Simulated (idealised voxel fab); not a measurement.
process module | voxel plated lines
cross-section cut | 285 nm wide | cells 5 nm
A cross-section is a grid of square cells, given in bands from the top down. A band is one or more rows of cells.
Each band's line starts with the height of the band's top and of its bottom, in nm. Then come its materials from left to right, each with its width in nm. One material with "throughout" fills the band from edge to edge. "air" is empty space.
Height 0 is the level under which the wafer as received is all one material. The lowest band goes on downwards, as in "0 down".
A width such as "30 to 40" changes by the same amount from each row of cells to the next, from the band's top row to its bottom row.
"no change" after a step means that no cell of the cross-section changed.
closed voids: empty space of 8 cells or more with no open way to the top, each as width x height at its distance from the left edge, in nm
after a step's settings: what the simulator itself notes on the step
overlay nm, on a step with a mask: how far to the right of its planned place the mask lay; to the left if negative
plan
1 op RECEIVE | material Si
2 op CONFORMAL_DEP | material Al2O3 | thk nm 5
3 op DIRECTIONAL_DEP | material TiN | thk nm 5
4 op PATTERN | tone open | mask id LINES | material resist | width nm 25 | pitch nm 55 | thk nm 25 | overlay nm 0
5 op EPI | material Ru | thk nm 10
6 op EPI | material Ru | thk nm 10
7 op STRIP | etch materials resist
8 op DIRECTIONAL_ETCH | etch materials TiN | depth nm 5
9 op CONFORMAL_DEP | material SiCN | thk nm 10
as received, after step 1
  0 down: Si throughout
  closed voids: none
a wafer at the end: this start, this plan, one mistake
  40 to 15: air 90 | Ru 45 | air 10 | Ru 45 | air 95
  15 to 10: Ru throughout
  10 to 5: Ru 100 | TiN 25 | Ru 30 | TiN 25 | Ru 105
  5 to 0: Al2O3 throughout
  0 down: Si throughout
  closed voids: none
what went wrong: step 9 ran as: op CONFORMAL_DEP | material Ru | thk nm 10
